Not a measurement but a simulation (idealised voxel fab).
process module | voxel self aligned vias
In the cross-section labelled cut, the width is 185 nm and each square cell is 5 nm.
Reading order for cross-sections: top band down to bottom band. Underlying form: a grid of square cells. Band size: one or more rows of cells. First you get the band's top height and its bottom height, in nm, and then the materials it's made of, left to right, with each width in nm. If you see a single material with "throughout", that one covers the band edge to edge. "blank" is empty space. Zero point of the height axis is 0; under it, received wafer = one material. Lowest band: continues down indefinitely, "0 -> down". Graded width ("30..40"): value in top row of band = first number; value in bottom row = second number; row-to-row change constant. "no modification" after a step means that no cell of the cross-section changed. So "Closed voids list" is basically the list of trapped voids: any empty space of 8 cells or more that can't reach the top through an opening. They're written width x height at distance, the distance being from the left edge, and it's all nm. Formally, on a step line, whatever follows the settings is a remark that the simulator itself makes on the step. Each step line may optionally specify "overlay nm", which for a step with a mask gives the rightward distance between the mask's planned place and where it lay, a negative value indicating the leftward direction.

# The steps planned for the process are as follows
1. RECEIVE,material Si
2. CONFORMAL_DEP,material SiO2,thk nm 10
3. CONFORMAL_DEP,material SiCN,thk nm 5
4. DIRECTIONAL_DEP,material SiO2,thk nm 25
5. MASKED_ETCH,tone open,mask id LINES,width nm 25,pitch nm 70,etch materials SiO2,depth nm 25,overlay nm 0
6. CONFORMAL_DEP,material TiN,thk nm 5
7. FILL_DEP,material Ru,thk nm 10
8. CMP,height nm 40
9. SELECTIVE_ETCH,etch materials W Ru TiN,depth nm 5
10. FILL_DEP,material SiN,thk nm 10
11. CMP,height nm 40
12. DIRECTIONAL_DEP,material SiO2,thk nm 20
13. DIRECTIONAL_DEP,material aC,thk nm 10
14. PATTERN,tone open,mask id VIAS,material resist,width nm 45,thk nm 30,overlay nm -15
15. DIRECTIONAL_ETCH,etch materials aC,depth nm 10
16. STRIP,etch materials resist
17. DIRECTIONAL_ETCH,etch materials SiO2,depth nm 20
18. DIRECTIONAL_ETCH,etch materials SiN,depth nm 5
19. STRIP,etch materials aC
20. CONFORMAL_DEP,material TiN,thk nm 5
21. FILL_DEP,material Ru,thk nm 10
22. CMP,height nm 60
23. CONFORMAL_DEP,material SiCN,thk nm 5
Among the wafers covered here, the point of difference is the overlay nm at step 14; their starting state is shared, and the plan presents the value of the first wafer.

# Cross-section, first of several wafers, as delivered after step 1
* 0 -> down  Si throughout
* Closed voids list: none

# Cross-section after step 23, the final step of the module, for the first of several wafers
* 65 -> 60  SiCN throughout
* 60 -> 45  20 SiO2 | 5 TiN | 35 Ru | 5 TiN | 120 SiO2
* 45 -> 40  20 SiO2 | 30 TiN | 10 Ru | 5 TiN | 120 SiO2
* 40 -> 35  45 SiO2 | 20 TiN | 5 SiN | 45 SiO2 | 25 SiN | 45 SiO2
* 35 -> 20  45 SiO2 | 5 TiN | 15 Ru | 5 TiN | 45 SiO2 | 5 TiN | 15 Ru | 5 TiN | 45 SiO2
* 20 -> 15  45 SiO2 | 25 TiN | 45 SiO2 | 25 TiN | 45 SiO2
* 15 -> 10  SiCN throughout
* 10 -> 0  SiO2 throughout
* 0 -> down  Si throughout
* Closed voids list: none

# Cross-sectional view of the final wafer of several at the module's end
* 65 -> 60  SiCN throughout
* 60 -> 45  50 SiO2 | 5 TiN | 35 Ru | 5 TiN | 90 SiO2
* 45 -> 40  50 SiO2 | 5 TiN | 10 Ru | 30 TiN | 90 SiO2
* 40 -> 35  45 SiO2 | 5 SiN | 20 TiN | 45 SiO2 | 25 SiN | 45 SiO2
* 35 -> 20  45 SiO2 | 5 TiN | 15 Ru | 5 TiN | 45 SiO2 | 5 TiN | 15 Ru | 5 TiN | 45 SiO2
* 20 -> 15  45 SiO2 | 25 TiN | 45 SiO2 | 25 TiN | 45 SiO2
* 15 -> 10  SiCN throughout
* 10 -> 0  SiO2 throughout
* 0 -> down  Si throughout
* Closed voids list: none

# Below, a row for every wafer. Read it as the end-of-module picture: for each material the wafer shows its cells gained (+) or lost (-) since it was received, and then its closed voids
overlay nm -15, +41 Ru, +74 SiCN, +6 SiN, +321 SiO2, +39 TiN, Closed voids list: none
overlay nm -10, +42 Ru, +74 SiCN, +5 SiN, +321 SiO2, +39 TiN, Closed voids list: none
overlay nm -5, +42 Ru, +74 SiCN, +5 SiN, +321 SiO2, +39 TiN, Closed voids list: none
overlay nm 0, +42 Ru, +74 SiCN, +5 SiN, +321 SiO2, +39 TiN, Closed voids list: none
overlay nm 5, +42 Ru, +74 SiCN, +5 SiN, +321 SiO2, +39 TiN, Closed voids list: none
overlay nm 10, +42 Ru, +74 SiCN, +5 SiN, +321 SiO2, +39 TiN, Closed voids list: none
overlay nm 15, +41 Ru, +74 SiCN, +6 SiN, +321 SiO2, +39 TiN, Closed voids list: none
